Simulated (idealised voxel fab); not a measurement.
The document below concerns the process module designated voxel ribs on slabs.
Each square cell in cross-section cut measures 5 nm, and the section as a whole is 180 nm wide.
Format of a cross-section: grid, square cells. Given as bands. Order: top down. Band: one or more rows of cells.
A band entry consists of two parts. The first gives the height of the band's top and the height of its bottom, in nm. The rest lists the band's materials from left to right, each with its width in nm. A single material labelled with the word "all across" fills the band from edge to edge, and the word "empty" marks empty space.
Zero point of the height axis is 0; under it, received wafer = one material. Lowest band: continues down indefinitely, "z 0 and below".
So if you see something like "30..40" for the width, read it as the top row of the band sitting at the first number and the bottom row at the second, with every row in between moving by the same amount as the last.
Basically "left unchanged" means that step didn't change any cell in the cross-section.
Heads up: "Completely sealed voids" only lists the empty pockets with no open path to the top that are 8 cells or more, and it writes them as width x height at distance, distance from the left edge, in nm.
Heads up: the bit after the settings on a step's line is the simulator's remark on that step.
overlay nm: how far to the right of its planned place the mask lay on this masked step (negative: to the left).
Note: before/after cross-section pairs follow, one process step per pair, after-side truncated at the lowest changed band, step and settings given beneath. Different runs of this module on the same starting wafer may supply the pairs; a pair continues the one above only where the "Before processing" entry says so.
Before processing:
  z 0 and below: Si all across
  Completely sealed voids: none
Post-Process Section:
  z 20 to 0: SiO2 all across
  At heights below 0, the structure remains unaltered.
  Completely sealed voids: none
Step lying between the two cross-sections just above: DIRECTIONAL_DEP | material SiO2 | thk nm 20
Before processing: The structure entering this step is exactly what the pair just above shows after its step.
Post-Process Section:
  z 35 to 20: SiN all across
  At heights below 20, the structure remains unaltered.
  Completely sealed voids: none
Step lying between the two cross-sections just above: DIRECTIONAL_DEP | material SiN | thk nm 15
Before processing: The structure entering this step is exactly what the pair just above shows after its step.
Post-Process Section:
  z 50 to 35: aC all across
  At heights below 35, the structure remains unaltered.
  Completely sealed voids: none
Step lying between the two cross-sections just above: DIRECTIONAL_DEP | material aC | thk nm 15
Before processing: The structure entering this step is exactly what the pair just above shows after its step.
Post-Process Section:
  z 85 to 50: empty: 80, then resist: 20, then empty: 80
  At heights below 50, the structure remains unaltered.
  Completely sealed voids: none
Step lying between the two cross-sections just above: PATTERN | tone cover | mask id RIB | material resist | width nm 20 | thk nm 35 | overlay nm 0
Before processing: The structure entering this step is exactly what the pair just above shows after its step.
Post-Process Section:
  z 70 to 50: empty: 80, then resist: 20, then empty: 80
  z 50 to 35: empty: 80, then aC: 20, then empty: 80
  At heights below 35, the structure remains unaltered.
  Completely sealed voids: none
Step lying between the two cross-sections just above: DIRECTIONAL_ETCH | etch materials aC | depth nm 15
Before processing: The structure entering this step is exactly what the pair just above shows after its step.
Post-Process Section:
  z 50 to 35: empty: 80, then aC: 20, then empty: 80
  At heights below 35, the structure remains unaltered.
  Completely sealed voids: none
Step lying between the two cross-sections just above: STRIP | etch materials resist
Before processing: The structure entering this step is exactly what the pair just above shows after its step.
Post-Process Section:
  z 50 to 35: empty: 80, then aC: 20, then empty: 80
  z 35 to 30: empty: 80, then SiN: 20, then empty: 80
  At heights below 30, the structure remains unaltered.
  Completely sealed voids: none
Step lying between the two cross-sections just above: DIRECTIONAL_ETCH | etch materials SiN | depth nm 5
Before processing: The structure entering this step is exactly what the pair just above shows after its step.
Post-Process Section:
  z 35 to 30: empty: 80, then SiN: 20, then empty: 80
  At heights below 30, the structure remains unaltered.
  Completely sealed voids: none
Step lying between the two cross-sections just above: STRIP | etch materials aC
Before processing: The structure entering this step is exactly what the pair just above shows after its step.
Post-Process Section:
  z 45 to 40: empty: 80, then aC: 20, then empty: 80
  z 40 to 35: aC all across
  z 35 to 30: aC: 80, then SiN: 20, then aC: 80
  At heights below 30, the structure remains unaltered.
  Completely sealed voids: none
Step lying between the two cross-sections just above: DIRECTIONAL_DEP | material aC | thk nm 10
Before processing: The structure entering this step is exactly what the pair just above shows after its step.
Post-Process Section:
  z 75 to 45: empty: 60, then resist: 60, then empty: 60
  z 45 to 40: empty: 60, then resist: 20, then aC: 20, then resist: 20, then empty: 60
  At heights below 40, the structure remains unaltered.
  Completely sealed voids: none
Step lying between the two cross-sections just above: PATTERN | tone cover | mask id SLAB | material resist | width nm 60 | thk nm 30 | overlay nm 0
Before processing: The structure entering this step is exactly what the pair just above shows after its step.
Post-Process Section:
  z 65 to 45: empty: 60, then resist: 60, then empty: 60
  z 45 to 40: empty: 60, then resist: 20, then aC: 20, then resist: 20, then empty: 60
  z 40 to 35: empty: 60, then aC: 60, then empty: 60
  z 35 to 30: empty: 60, then aC: 20, then SiN: 20, then aC: 20, then empty: 60
  At heights below 30, the structure remains unaltered.
  Completely sealed voids: none
Step lying between the two cross-sections just above: DIRECTIONAL_ETCH | etch materials aC | depth nm 10
Before processing: The structure entering this step is exactly what the pair just above shows after its step.
Post-Process Section:
  z 45 to 35: empty: 80..60, then aC: 20..60, then empty: 80..60
  At heights below 35, the structure remains unaltered.
  Completely sealed voids: none
Step lying between the two cross-sections just above: STRIP | etch materials resist
Before processing: The structure entering this step is exactly what the pair just above shows after its step.
Post-Process Section:
  z 45 to 35: empty: 80..60, then aC: 20..60, then empty: 80..60
  z 35 to 30: empty: 60, then aC: 20, then SiN: 20, then aC: 20, then empty: 60
  z 30 to 20: empty: 60, then SiN: 60, then empty: 60
  At heights below 20, the structure remains unaltered.
  Completely sealed voids: none
Step lying between the two cross-sections just above: DIRECTIONAL_ETCH | etch materials SiN | depth nm 10
Before processing: The structure entering this step is exactly what the pair just above shows after its step.
Post-Process Section:
  z 35 to 30: empty: 80, then SiN: 20, then empty: 80
  At heights below 30, the structure remains unaltered.
  Completely sealed voids: none
Step lying between the two cross-sections just above: STRIP | etch materials aC
Before processing: The structure entering this step is exactly what the pair just above shows after its step.
Post-Process Section:
  z 55 to 35: SiO2 all across
  z 35 to 30: SiO2: 80, then SiN: 20, then SiO2: 80
  z 30 to 20: SiO2: 60, then SiN: 60, then SiO2: 60
  At heights below 20, the structure remains unaltered.
  Completely sealed voids: none
Step lying between the two cross-sections just above: FILL_DEP | material SiO2 | thk nm 20
Before processing: The structure entering this step is exactly what the pair just above shows after its step.
Post-Process Section:
  z 50 to 35: SiO2 all across
  At heights below 35, the structure remains unaltered.
  Completely sealed voids: none
Step lying between the two cross-sections just above: CMP | height nm 50
Before processing: The structure entering this step is exactly what the pair just above shows after its step.
Post-Process Section:
  z 60 to 50: TiN all across
  At heights below 50, the structure remains unaltered.
  Completely sealed voids: none
Step lying between the two cross-sections just above: DIRECTIONAL_DEP | material TiN | thk nm 10
Before processing: The structure entering this step is exactly what the pair just above shows after its step.
Post-Process Section:
  z 75 to 60: aC all across
  At heights below 60, the structure remains unaltered.
  Completely sealed voids: none
Step lying between the two cross-sections just above: DIRECTIONAL_DEP | material aC | thk nm 15
Before processing: The structure entering this step is exactly what the pair just above shows after its step.
Post-Process Section:
  z 110 to 75: empty: 75, then resist: 30, then empty: 75
  At heights below 75, the structure remains unaltered.
  Completely sealed voids: none
Step lying between the two cross-sections just above: PATTERN | tone cover | mask id HEATER | material resist | width nm 30 | thk nm 35 | overlay nm 0
Before processing: The structure entering this step is exactly what the pair just above shows after its step.
Post-Process Section:
  z 95 to 75: empty: 75, then resist: 30, then empty: 75
  z 75 to 60: empty: 75, then aC: 30, then empty: 75
  At heights below 60, the structure remains unaltered.
  Completely sealed voids: none
Step lying between the two cross-sections just above: DIRECTIONAL_ETCH | etch materials aC | depth nm 15
Before processing: The structure entering this step is exactly what the pair just above shows after its step.
Post-Process Section:
  z 75 to 60: empty: 75, then aC: 30, then empty: 75
  At heights below 60, the structure remains unaltered.
  Completely sealed voids: none
Step lying between the two cross-sections just above: STRIP | etch materials resist
Before processing: The structure entering this step is exactly what the pair just above shows after its step.
Post-Process Section:
  z 75 to 60: empty: 75, then aC: 30, then empty: 75
  z 60 to 50: empty: 75, then TiN: 30, then empty: 75
  At heights below 50, the structure remains unaltered.
  Completely sealed voids: none
Step lying between the two cross-sections just above: DIRECTIONAL_ETCH | etch materials TiN | depth nm 10
Before processing: The structure entering this step is exactly what the pair just above shows after its step.
Post-Process Section:
  z 60 to 50: empty: 75, then TiN: 30, then empty: 75
  At heights below 50, the structure remains unaltered.
  Completely sealed voids: none
Step lying between the two cross-sections just above: STRIP | etch materials aC
Before processing: The structure entering this step is exactly what the pair just above shows after its step.
Post-Process Section:
  z 70 to 60: empty: 65, then SiO2: 50, then empty: 65
  z 60 to 50: SiO2: 75, then TiN: 30, then SiO2: 75
  At heights below 50, the structure remains unaltered.
  Completely sealed voids: none
Step lying between the two cross-sections just above: CONFORMAL_DEP | material SiO2 | thk nm 10
Before processing:
  z 35 to 20: SiN all across
  z 20 to 0: SiO2 all across
  z 0 and below: Si all across
  Completely sealed voids: none
Post-Process Section:
  z 50 to 20: SiN all across
  At heights below 20, the structure remains unaltered.
  Completely sealed voids: none
Step lying between the two cross-sections just above: DIRECTIONAL_DEP | material SiN | thk nm 15
Before processing: The structure entering this step is exactly what the pair just above shows after its step.
Post-Process Section:
  z 65 to 50: aC all across
  At heights below 50, the structure remains unaltered.
  Completely sealed voids: none
Step lying between the two cross-sections just above: DIRECTIONAL_DEP | material aC | thk nm 15
Before processing: The structure entering this step is exactly what the pair just above shows after its step.
Post-Process Section:
  z 100 to 65: empty: 80, then resist: 20, then empty: 80
  At heights below 65, the structure remains unaltered.
  Completely sealed voids: none
Step lying between the two cross-sections just above: PATTERN | tone cover | mask id RIB | material resist | width nm 20 | thk nm 35 | overlay nm 0
Before processing: The structure entering this step is exactly what the pair just above shows after its step.
Post-Process Section:
  z 85 to 65: empty: 80, then resist: 20, then empty: 80
  z 65 to 50: empty: 80, then aC: 20, then empty: 80
  At heights below 50, the structure remains unaltered.
  Completely sealed voids: none
Step lying between the two cross-sections just above: DIRECTIONAL_ETCH | etch materials aC | depth nm 15
Before processing: The structure entering this step is exactly what the pair just above shows after its step.
Post-Process Section:
  z 65 to 50: empty: 80, then aC: 20, then empty: 80
  At heights below 50, the structure remains unaltered.
  Completely sealed voids: none
Step lying between the two cross-sections just above: STRIP | etch materials resist
Before processing: The structure entering this step is exactly what the pair just above shows after its step.
Post-Process Section:
  z 65 to 50: empty: 80, then aC: 20, then empty: 80
  z 50 to 45: empty: 80, then SiN: 20, then empty: 80
  At heights below 45, the structure remains unaltered.
  Completely sealed voids: none
Step lying between the two cross-sections just above: DIRECTIONAL_ETCH | etch materials SiN | depth nm 5
Before processing: The structure entering this step is exactly what the pair just above shows after its step.
Post-Process Section:
  z 50 to 45: empty: 80, then SiN: 20, then empty: 80
  At heights below 45, the structure remains unaltered.
  Completely sealed voids: none
Step lying between the two cross-sections just above: STRIP | etch materials aC
Before processing: The structure entering this step is exactly what the pair just above shows after its step.
Post-Process Section:
  z 60 to 55: empty: 80, then aC: 20, then empty: 80
  z 55 to 50: aC all across
  z 50 to 45: aC: 80, then SiN: 20, then aC: 80
  At heights below 45, the structure remains unaltered.
  Completely sealed voids: none
Step lying between the two cross-sections just above: DIRECTIONAL_DEP | material aC | thk nm 10
Before processing: The structure entering this step is exactly what the pair just above shows after its step.
Post-Process Section:
  z 90 to 60: empty: 60, then resist: 60, then empty: 60
  z 60 to 55: empty: 60, then resist: 20, then aC: 20, then resist: 20, then empty: 60
  At heights below 55, the structure remains unaltered.
  Completely sealed voids: none
Step lying between the two cross-sections just above: PATTERN | tone cover | mask id SLAB | material resist | width nm 60 | thk nm 30 | overlay nm 0
Before processing: The structure entering this step is exactly what the pair just above shows after its step.
Post-Process Section:
  z 80 to 60: empty: 60, then resist: 60, then empty: 60
  z 60 to 55: empty: 60, then resist: 20, then aC: 20, then resist: 20, then empty: 60
  z 55 to 50: empty: 60, then aC: 60, then empty: 60
  z 50 to 45: empty: 60, then aC: 20, then SiN: 20, then aC: 20, then empty: 60
  At heights below 45, the structure remains unaltered.
  Completely sealed voids: none
Step lying between the two cross-sections just above: DIRECTIONAL_ETCH | etch materials aC | depth nm 10
Before processing: The structure entering this step is exactly what the pair just above shows after its step.
Post-Process Section:
  z 60 to 50: empty: 80..60, then aC: 20..60, then empty: 80..60
  At heights below 50, the structure remains unaltered.
  Completely sealed voids: none
Step lying between the two cross-sections just above: STRIP | etch materials resist
Before processing: The structure entering this step is exactly what the pair just above shows after its step.
Post-Process Section:
  z 60 to 50: empty: 80..60, then aC: 20..60, then empty: 80..60
  z 50 to 45: empty: 60, then aC: 20, then SiN: 20, then aC: 20, then empty: 60
  z 45 to 35: empty: 60, then SiN: 60, then empty: 60
  At heights below 35, the structure remains unaltered.
  Completely sealed voids: none
Step lying between the two cross-sections just above: DIRECTIONAL_ETCH | etch materials SiN | depth nm 10
Before processing: The structure entering this step is exactly what the pair just above shows after its step.
Post-Process Section:
  z 50 to 45: empty: 80, then SiN: 20, then empty: 80
  At heights below 45, the structure remains unaltered.
  Completely sealed voids: none
Step lying between the two cross-sections just above: STRIP | etch materials aC
Before processing: The structure entering this step is exactly what the pair just above shows after its step.
Post-Process Section:
  z 70 to 50: SiO2 all across
  z 50 to 45: SiO2: 80, then SiN: 20, then SiO2: 80
  z 45 to 35: SiO2: 60, then SiN: 60, then SiO2: 60
  At heights below 35, the structure remains unaltered.
  Completely sealed voids: none
Step lying between the two cross-sections just above: FILL_DEP | material SiO2 | thk nm 20
Before processing: The structure entering this step is exactly what the pair just above shows after its step.
Post-Process Section:
  z 50 to 45: SiO2: 80, then SiN: 20, then SiO2: 80
  At heights below 45, the structure remains unaltered.
  Completely sealed voids: none
Step lying between the two cross-sections just above: CMP | height nm 50
Before processing: The structure entering this step is exactly what the pair just above shows after its step.
Post-Process Section:
  z 60 to 50: TiN all across
  At heights below 50, the structure remains unaltered.
  Completely sealed voids: none
Step lying between the two cross-sections just above: DIRECTIONAL_DEP | material TiN | thk nm 10
Before processing: The structure entering this step is exactly what the pair just above shows after its step.
Post-Process Section:
  z 75 to 60: aC all across
  At heights below 60, the structure remains unaltered.
  Completely sealed voids: none
Step lying between the two cross-sections just above: DIRECTIONAL_DEP | material aC | thk nm 15
Before processing: The structure entering this step is exactly what the pair just above shows after its step.
Post-Process Section:
  z 110 to 75: empty: 75, then resist: 30, then empty: 75
  At heights below 75, the structure remains unaltered.
  Completely sealed voids: none
Step lying between the two cross-sections just above: PATTERN | tone cover | mask id HEATER | material resist | width nm 30 | thk nm 35 | overlay nm 0
Before processing: The structure entering this step is exactly what the pair just above shows after its step.
Post-Process Section:
  z 95 to 75: empty: 75, then resist: 30, then empty: 75
  z 75 to 60: empty: 75, then aC: 30, then empty: 75
  At heights below 60, the structure remains unaltered.
  Completely sealed voids: none
Step lying between the two cross-sections just above: DIRECTIONAL_ETCH | etch materials aC | depth nm 15
Before processing: The structure entering this step is exactly what the pair just above shows after its step.
Post-Process Section:
  z 75 to 60: empty: 75, then aC: 30, then empty: 75
  At heights below 60, the structure remains unaltered.
  Completely sealed voids: none
Step lying between the two cross-sections just above: STRIP | etch materials resist
Before processing: The structure entering this step is exactly what the pair just above shows after its step.
Post-Process Section:
  z 75 to 60: empty: 75, then aC: 30, then empty: 75
  z 60 to 50: empty: 75, then TiN: 30, then empty: 75
  At heights below 50, the structure remains unaltered.
  Completely sealed voids: none
Step lying between the two cross-sections just above: DIRECTIONAL_ETCH | etch materials TiN | depth nm 10
Before processing: The structure entering this step is exactly what the pair just above shows after its step.
Post-Process Section:
  z 60 to 50: empty: 75, then TiN: 30, then empty: 75
  At heights below 50, the structure remains unaltered.
  Completely sealed voids: none
Step lying between the two cross-sections just above: STRIP | etch materials aC
Before processing: The structure entering this step is exactly what the pair just above shows after its step.
Post-Process Section:
  z 70 to 60: empty: 65, then SiO2: 50, then empty: 65
  z 60 to 50: SiO2: 75, then TiN: 30, then SiO2: 75
  At heights below 50, the structure remains unaltered.
  Completely sealed voids: none
Step lying between the two cross-sections just above: CONFORMAL_DEP | material SiO2 | thk nm 10
Before processing:
  z 0 and below: Si all across
  Completely sealed voids: none
Post-Process Section:
  z 15 to 0: SiN all across
  At heights below 0, the structure remains unaltered.
  Completely sealed voids: none
Step lying between the two cross-sections just above: DIRECTIONAL_DEP | material SiN | thk nm 15
Before processing: The structure entering this step is exactly what the pair just above shows after its step.
Post-Process Section:
  z 35 to 15: SiO2 all across
  At heights below 15, the structure remains unaltered.
  Completely sealed voids: none
Step lying between the two cross-sections just above: DIRECTIONAL_DEP | material SiO2 | thk nm 20
Before processing: The structure entering this step is exactly what the pair just above shows after its step.
Post-Process Section:
  z 50 to 35: aC all across
  At heights below 35, the structure remains unaltered.
  Completely sealed voids: none
Step lying between the two cross-sections just above: DIRECTIONAL_DEP | material aC | thk nm 15
Before processing: The structure entering this step is exactly what the pair just above shows after its step.
Post-Process Section:
  z 85 to 50: empty: 80, then resist: 20, then empty: 80
  At heights below 50, the structure remains unaltered.
  Completely sealed voids: none
Step lying between the two cross-sections just above: PATTERN | tone cover | mask id RIB | material resist | width nm 20 | thk nm 35 | overlay nm 0
Before processing: The structure entering this step is exactly what the pair just above shows after its step.
Post-Process Section:
  z 70 to 50: empty: 80, then resist: 20, then empty: 80
  z 50 to 35: empty: 80, then aC: 20, then empty: 80
  At heights below 35, the structure remains unaltered.
  Completely sealed voids: none
Step lying between the two cross-sections just above: DIRECTIONAL_ETCH | etch materials aC | depth nm 15
Before processing: The structure entering this step is exactly what the pair just above shows after its step.
Post-Process Section:
  z 50 to 35: empty: 80, then aC: 20, then empty: 80
  At heights below 35, the structure remains unaltered.
  Completely sealed voids: none
Step lying between the two cross-sections just above: STRIP | etch materials resist
Before processing: The structure entering this step is exactly what the pair just above shows after its step.
Post-Process Section:
  z 35 to 15: SiO2 all across
  At heights below 15, the structure remains unaltered.
  Completely sealed voids: none
Step lying between the two cross-sections just above: STRIP | etch materials aC
Before processing: The structure entering this step is exactly what the pair just above shows after its step.
Post-Process Section:
  z 45 to 35: aC all across
  At heights below 35, the structure remains unaltered.
  Completely sealed voids: none
Step lying between the two cross-sections just above: DIRECTIONAL_DEP | material aC | thk nm 10
Before processing: The structure entering this step is exactly what the pair just above shows after its step.
Post-Process Section:
  z 75 to 45: empty: 60, then resist: 60, then empty: 60
  At heights below 45, the structure remains unaltered.
  Completely sealed voids: none
Step lying between the two cross-sections just above: PATTERN | tone cover | mask id SLAB | material resist | width nm 60 | thk nm 30 | overlay nm 0
Before processing: The structure entering this step is exactly what the pair just above shows after its step.
Post-Process Section:
  z 65 to 45: empty: 60, then resist: 60, then empty: 60
  z 45 to 35: empty: 60, then aC: 60, then empty: 60
  At heights below 35, the structure remains unaltered.
  Completely sealed voids: none
Step lying between the two cross-sections just above: DIRECTIONAL_ETCH | etch materials aC | depth nm 10
Before processing: The structure entering this step is exactly what the pair just above shows after its step.
Post-Process Section:
  z 45 to 35: empty: 60, then aC: 60, then empty: 60
  At heights below 35, the structure remains unaltered.
  Completely sealed voids: none
Step lying between the two cross-sections just above: STRIP | etch materials resist
Before processing: The structure entering this step is exactly what the pair just above shows after its step.
Post-Process Section:
  z 35 to 15: SiO2 all across
  At heights below 15, the structure remains unaltered.
  Completely sealed voids: none
Step lying between the two cross-sections just above: STRIP | etch materials aC
Before processing: The structure entering this step is exactly what the pair just above shows after its step.
Post-Process Section:
  z 55 to 15: SiO2 all across
  At heights below 15, the structure remains unaltered.
  Completely sealed voids: none
Step lying between the two cross-sections just above: FILL_DEP | material SiO2 | thk nm 20
Before processing: The structure entering this step is exactly what the pair just above shows after its step.
Post-Process Section:
  z 50 to 15: SiO2 all across
  At heights below 15, the structure remains unaltered.
  Completely sealed voids: none
Step lying between the two cross-sections just above: CMP | height nm 50
Before processing: The structure entering this step is exactly what the pair just above shows after its step.
Post-Process Section:
  z 60 to 50: TiN all across
  At heights below 50, the structure remains unaltered.
  Completely sealed voids: none
Step lying between the two cross-sections just above: DIRECTIONAL_DEP | material TiN | thk nm 10
Before processing: The structure entering this step is exactly what the pair just above shows after its step.
Post-Process Section:
  z 75 to 60: aC all across
  At heights below 60, the structure remains unaltered.
  Completely sealed voids: none
Step lying between the two cross-sections just above: DIRECTIONAL_DEP | material aC | thk nm 15
Before processing: The structure entering this step is exactly what the pair just above shows after its step.
Post-Process Section:
  z 110 to 75: empty: 75, then resist: 30, then empty: 75
  At heights below 75, the structure remains unaltered.
  Completely sealed voids: none
Step lying between the two cross-sections just above: PATTERN | tone cover | mask id HEATER | material resist | width nm 30 | thk nm 35 | overlay nm 0
Before processing: The structure entering this step is exactly what the pair just above shows after its step.
Post-Process Section:
  z 95 to 75: empty: 75, then resist: 30, then empty: 75
  z 75 to 60: empty: 75, then aC: 30, then empty: 75
  At heights below 60, the structure remains unaltered.
  Completely sealed voids: none
Step lying between the two cross-sections just above: DIRECTIONAL_ETCH | etch materials aC | depth nm 15
Before processing: The structure entering this step is exactly what the pair just above shows after its step.
Post-Process Section:
  z 75 to 60: empty: 75, then aC: 30, then empty: 75
  At heights below 60, the structure remains unaltered.
  Completely sealed voids: none
Step lying between the two cross-sections just above: STRIP | etch materials resist
Before processing: The structure entering this step is exactly what the pair just above shows after its step.
Post-Process Section:
  z 75 to 60: empty: 75, then aC: 30, then empty: 75
  z 60 to 50: empty: 75, then TiN: 30, then empty: 75
  At heights below 50, the structure remains unaltered.
  Completely sealed voids: none
Step lying between the two cross-sections just above: DIRECTIONAL_ETCH | etch materials TiN | depth nm 10
Before processing: The structure entering this step is exactly what the pair just above shows after its step.
Post-Process Section:
  z 60 to 50: empty: 75, then TiN: 30, then empty: 75
  At heights below 50, the structure remains unaltered.
  Completely sealed voids: none
Step lying between the two cross-sections just above: STRIP | etch materials aC
Before processing: The structure entering this step is exactly what the pair just above shows after its step.
Post-Process Section:
  z 70 to 60: empty: 65, then SiO2: 50, then empty: 65
  z 60 to 50: SiO2: 75, then TiN: 30, then SiO2: 75
  At heights below 50, the structure remains unaltered.
  Completely sealed voids: none
Step lying between the two cross-sections just above: CONFORMAL_DEP | material SiO2 | thk nm 10
Before processing:
  z 50 to 35: SiO2 all across
  z 35 to 30: SiO2: 80, then SiN: 20, then SiO2: 80
  z 30 to 20: SiO2: 60, then SiN: 60, then SiO2: 60
  z 20 to 0: SiO2 all across
  z 0 and below: Si all across
  Completely sealed voids: none
Post-Process Section:
  z 55 to 50: TiN all across
  At heights below 50, the structure remains unaltered.
  Completely sealed voids: none
Step lying between the two cross-sections just above: DIRECTIONAL_DEP | material TiN | thk nm 5
Before processing: The structure entering this step is exactly what the pair just above shows after its step.
Post-Process Section:
  z 70 to 55: aC all across
  At heights below 55, the structure remains unaltered.
  Completely sealed voids: none
Step lying between the two cross-sections just above: DIRECTIONAL_DEP | material aC | thk nm 15
Before processing: The structure entering this step is exactly what the pair just above shows after its step.
Post-Process Section:
  z 105 to 70: empty: 75, then resist: 30, then empty: 75
  At heights below 70, the structure remains unaltered.
  Completely sealed voids: none
Step lying between the two cross-sections just above: PATTERN | tone cover | mask id HEATER | material resist | width nm 30 | thk nm 35 | overlay nm 0
Before processing: The structure entering this step is exactly what the pair just above shows after its step.
Post-Process Section:
  z 90 to 70: empty: 75, then resist: 30, then empty: 75
  z 70 to 55: empty: 75, then aC: 30, then empty: 75
  At heights below 55, the structure remains unaltered.
  Completely sealed voids: none
Step lying between the two cross-sections just above: DIRECTIONAL_ETCH | etch materials aC | depth nm 15
Before processing: The structure entering this step is exactly what the pair just above shows after its step.
Post-Process Section:
  z 70 to 55: empty: 75, then aC: 30, then empty: 75
  At heights below 55, the structure remains unaltered.
  Completely sealed voids: none
Step lying between the two cross-sections just above: STRIP | etch materials resist
Before processing: The structure entering this step is exactly what the pair just above shows after its step.
Post-Process Section:
  z 70 to 55: empty: 75, then aC: 30, then empty: 75
  z 55 to 50: empty: 75, then TiN: 30, then empty: 75
  At heights below 50, the structure remains unaltered.
  Completely sealed voids: none
Step lying between the two cross-sections just above: DIRECTIONAL_ETCH | etch materials TiN | depth nm 10
Before processing: The structure entering this step is exactly what the pair just above shows after its step.
Post-Process Section:
  z 55 to 50: empty: 75, then TiN: 30, then empty: 75
  At heights below 50, the structure remains unaltered.
  Completely sealed voids: none
Step lying between the two cross-sections just above: STRIP | etch materials aC
Before processing: The structure entering this step is exactly what the pair just above shows after its step.
Post-Process Section:
  z 65 to 60: empty: 65, then SiO2: 50, then empty: 65
  z 60 to 55: SiO2 all across
  z 55 to 50: SiO2: 75, then TiN: 30, then SiO2: 75
  At heights below 50, the structure remains unaltered.
  Completely sealed voids: none
Step lying between the two cross-sections just above: CONFORMAL_DEP | material SiO2 | thk nm 10
Before processing:
  z 50 to 35: aC all across
  z 35 to 20: SiN all across
  z 20 to 0: SiO2 all across
  z 0 and below: Si all across
  Completely sealed voids: none
Post-Process Section:
  z 85 to 50: empty: 85, then resist: 15, then empty: 80
  At heights below 50, the structure remains unaltered.
  Completely sealed voids: none
Step lying between the two cross-sections just above: PATTERN | tone cover | mask id RIB | material resist | width nm 15 | thk nm 35 | overlay nm 0
Before processing: The structure entering this step is exactly what the pair just above shows after its step.
Post-Process Section:
  z 70 to 50: empty: 85, then resist: 15, then empty: 80
  z 50 to 35: empty: 85, then aC: 15, then empty: 80
  At heights below 35, the structure remains unaltered.
  Completely sealed voids: none
Step lying between the two cross-sections just above: DIRECTIONAL_ETCH | etch materials aC | depth nm 15
Before processing: The structure entering this step is exactly what the pair just above shows after its step.
Post-Process Section:
  z 50 to 35: empty: 85, then aC: 15, then empty: 80
  At heights below 35, the structure remains unaltered.
  Completely sealed voids: none
Step lying between the two cross-sections just above: STRIP | etch materials resist
Before processing: The structure entering this step is exactly what the pair just above shows after its step.
Post-Process Section:
  z 50 to 35: empty: 85, then aC: 15, then empty: 80
  z 35 to 30: empty: 85, then SiN: 15, then empty: 80
  At heights below 30, the structure remains unaltered.
  Completely sealed voids: none
Step lying between the two cross-sections just above: DIRECTIONAL_ETCH | etch materials SiN | depth nm 5
Before processing: The structure entering this step is exactly what the pair just above shows after its step.
Post-Process Section:
  z 35 to 30: empty: 85, then SiN: 15, then empty: 80
  At heights below 30, the structure remains unaltered.
  Completely sealed voids: none
Step lying between the two cross-sections just above: STRIP | etch materials aC
Before processing: The structure entering this step is exactly what the pair just above shows after its step.
Post-Process Section:
  z 45 to 40: empty: 85, then aC: 15, then empty: 80
  z 40 to 35: aC all across
  z 35 to 30: aC: 85, then SiN: 15, then aC: 80
  At heights below 30, the structure remains unaltered.
  Completely sealed voids: none
Step lying between the two cross-sections just above: DIRECTIONAL_DEP | material aC | thk nm 10
Before processing: The structure entering this step is exactly what the pair just above shows after its step.
Post-Process Section:
  z 75 to 45: empty: 60, then resist: 60, then empty: 60
  z 45 to 40: empty: 60, then resist: 25, then aC: 15, then resist: 20, then empty: 60
  At heights below 40, the structure remains unaltered.
  Completely sealed voids: none
Step lying between the two cross-sections just above: PATTERN | tone cover | mask id SLAB | material resist | width nm 60 | thk nm 30 | overlay nm 0
Before processing: The structure entering this step is exactly what the pair just above shows after its step.
Post-Process Section:
  z 65 to 45: empty: 60, then resist: 60, then empty: 60
  z 45 to 40: empty: 60, then resist: 25, then aC: 15, then resist: 20, then empty: 60
  z 40 to 35: empty: 60, then aC: 60, then empty: 60
  z 35 to 30: empty: 60, then aC: 25, then SiN: 15, then aC: 20, then empty: 60
  At heights below 30, the structure remains unaltered.
  Completely sealed voids: none
Step lying between the two cross-sections just above: DIRECTIONAL_ETCH | etch materials aC | depth nm 10
Before processing: The structure entering this step is exactly what the pair just above shows after its step.
Post-Process Section:
  z 45 to 35: empty: 85..60, then aC: 15..60, then empty: 80..60
  At heights below 35, the structure remains unaltered.
  Completely sealed voids: none
Step lying between the two cross-sections just above: STRIP | etch materials resist
Before processing: The structure entering this step is exactly what the pair just above shows after its step.
Post-Process Section:
  z 45 to 35: empty: 85..60, then aC: 15..60, then empty: 80..60
  z 35 to 30: empty: 60, then aC: 25, then SiN: 15, then aC: 20, then empty: 60
  z 30 to 20: empty: 60, then SiN: 60, then empty: 60
  At heights below 20, the structure remains unaltered.
  Completely sealed voids: none
Step lying between the two cross-sections just above: DIRECTIONAL_ETCH | etch materials SiN | depth nm 10
Before processing: The structure entering this step is exactly what the pair just above shows after its step.
Post-Process Section:
  z 35 to 30: empty: 85, then SiN: 15, then empty: 80
  At heights below 30, the structure remains unaltered.
  Completely sealed voids: none
Step lying between the two cross-sections just above: STRIP | etch materials aC
Before processing: The structure entering this step is exactly what the pair just above shows after its step.
Post-Process Section:
  z 55 to 35: SiO2 all across
  z 35 to 30: SiO2: 85, then SiN: 15, then SiO2: 80
  z 30 to 20: SiO2: 60, then SiN: 60, then SiO2: 60
  At heights below 20, the structure remains unaltered.
  Completely sealed voids: none
Step lying between the two cross-sections just above: FILL_DEP | material SiO2 | thk nm 20
Before processing: The structure entering this step is exactly what the pair just above shows after its step.
Post-Process Section:
  z 50 to 35: SiO2 all across
  At heights below 35, the structure remains unaltered.
  Completely sealed voids: none
Step lying between the two cross-sections just above: CMP | height nm 50
Before processing: The structure entering this step is exactly what the pair just above shows after its step.
Post-Process Section:
  z 60 to 50: TiN all across
  At heights below 50, the structure remains unaltered.
  Completely sealed voids: none
Step lying between the two cross-sections just above: DIRECTIONAL_DEP | material TiN | thk nm 10
Before processing: The structure entering this step is exactly what the pair just above shows after its step.
Post-Process Section:
  z 75 to 60: aC all across
  At heights below 60, the structure remains unaltered.
  Completely sealed voids: none
Step lying between the two cross-sections just above: DIRECTIONAL_DEP | material aC | thk nm 15
Before processing: The structure entering this step is exactly what the pair just above shows after its step.
Post-Process Section:
  z 110 to 75: empty: 75, then resist: 30, then empty: 75
  At heights below 75, the structure remains unaltered.
  Completely sealed voids: none
Step lying between the two cross-sections just above: PATTERN | tone cover | mask id HEATER | material resist | width nm 30 | thk nm 35 | overlay nm 0
Before processing: The structure entering this step is exactly what the pair just above shows after its step.
Post-Process Section:
  z 95 to 75: empty: 75, then resist: 30, then empty: 75
  z 75 to 60: empty: 75, then aC: 30, then empty: 75
  At heights below 60, the structure remains unaltered.
  Completely sealed voids: none
Step lying between the two cross-sections just above: DIRECTIONAL_ETCH | etch materials aC | depth nm 15
Before processing: The structure entering this step is exactly what the pair just above shows after its step.
Post-Process Section:
  z 75 to 60: empty: 75, then aC: 30, then empty: 75
  At heights below 60, the structure remains unaltered.
  Completely sealed voids: none
Step lying between the two cross-sections just above: STRIP | etch materials resist
